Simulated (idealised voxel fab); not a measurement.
You're looking at the process module voxel self aligned contacts.
Section cut is 260 nm wide and gridded with 5 nm square cells.
Bands, listed from the top down, are how a cross-section gets written in this document; the cross-section itself is a grid of square cells, and a band is one or more rows of them. Heads up on the band format: heights come first, top then bottom, in nm. After that it's the materials left to right, each with its width in nm. A single material flagged "edge to edge" fills the whole band edge to edge, and "empty" means there's empty space there. Heads up on the height convention: 0 is the point under which the incoming wafer is all one material, and the lowest band has no bottom, it just keeps going down, like "0 and below". Width spec "30..40" -> top row of cells at first value, bottom row at second value, equal per-row change in between. It should be understood that the words "nothing different", when stated for a given step, signify that the cross-section underwent no change in any of its cells during that step. Entry "Closed void listing". Content: empty spaces with no open connection to the top, size 8 cells or greater. Each: width x height at distance. Distance: from left edge. Unit: nm. It should be noted that, on the line of a given step, the content following the step's settings is a remark produced by the simulator itself with respect to that step. You can add "overlay nm" to a step's line. For a step with a mask, it describes how far the mask lay to the right of its planned position, and a negative number describes a lay to the left.

HERE'S WHAT THE PLANNED PROCESS STEPS LOOK LIKE
| 1 | op RECEIVE | material Si |
| 2 | op CONFORMAL_DEP | material SiO2 | thk nm 5 |
| 3 | op DIRECTIONAL_DEP | material polySi | thk nm 30 |
| 4 | op DIRECTIONAL_DEP | material SiN | thk nm 25 |
| 5 | op MASKED_ETCH | tone cover | mask id GATE | width nm 30 | pitch nm 75 | etch materials SiN | depth nm 25 | overlay nm 0 |
| 6 | op MASKED_ETCH | tone cover | mask id GATE | width nm 30 | pitch nm 75 | etch materials polySi | depth nm 30 | overlay nm 0 |
| 7 | op CONFORMAL_DEP | material SiN | thk nm 10 |
| 8 | op DIRECTIONAL_ETCH | etch materials SiN | depth nm 10 |
| 9 | op FILL_DEP | material SiO2 | thk nm 15 |
| 10 | op CMP | height nm 65 |
| 11 | op MASKED_ETCH | tone open | mask id CONTACT | width nm 55 | etch materials SiO2 | depth nm 65 | overlay nm 0 |
| 12 | op CONFORMAL_DEP | material TiN | thk nm 5 |
| 13 | op FILL_DEP | material W | thk nm 5 |
| 14 | op CMP | height nm 65 |
| 15 | op CONFORMAL_DEP | material SiN | thk nm 5 |

AS-RECEIVED WAFER CROSS-SECTION (AFTER STEP 1)
	0 and below: Si edge to edge
	Closed void listing: none

THE CROSS-SECTION SHOWN CORRESPONDS TO THE WAFER AT THE CONCLUSION OF THE MODULE. THE INITIAL STRUCTURE AND THE PROCESS PLAN ARE THOSE PRESENTED ABOVE; HOWEVER, ONE MISTAKE OCCURRED IN EXECUTING THE PLAN
	70 down to 65: SiN edge to edge
	65 down to 60: SiO2 100 nm  TiN 20 nm  W 15 nm  TiN 20 nm  SiO2 105 nm
	60 down to 40: SiO2 65 nm  SiN 50 nm  TiN 5 nm  W 15 nm  TiN 5 nm  SiN 50 nm  SiO2 70 nm
	40 down to 35: SiO2 65 nm  SiN 50 nm  TiN 5 nm  W 5 nm  TiN 15 nm  SiN 50 nm  SiO2 70 nm
	35 down to 5: SiO2 55 nm  SiN 10 nm  polySi 40 nm  SiN 10 nm  TiN 5 nm  W 5 nm  TiN 5 nm  SiN 10 nm  polySi 40 nm  SiN 10 nm  SiO2 70 nm
	5 down to 0: SiO2 115 nm  TiN 15 nm  SiO2 130 nm
	0 and below: Si edge to edge
	Closed void listing: none
Short version of what went wrong: note that step 6 departed from the planned setting and was carried out as op MASKED_ETCH | tone cover | mask id GATE | width nm 30 | pitch nm 75 | etch materials polySi | depth nm 30 | overlay nm -10
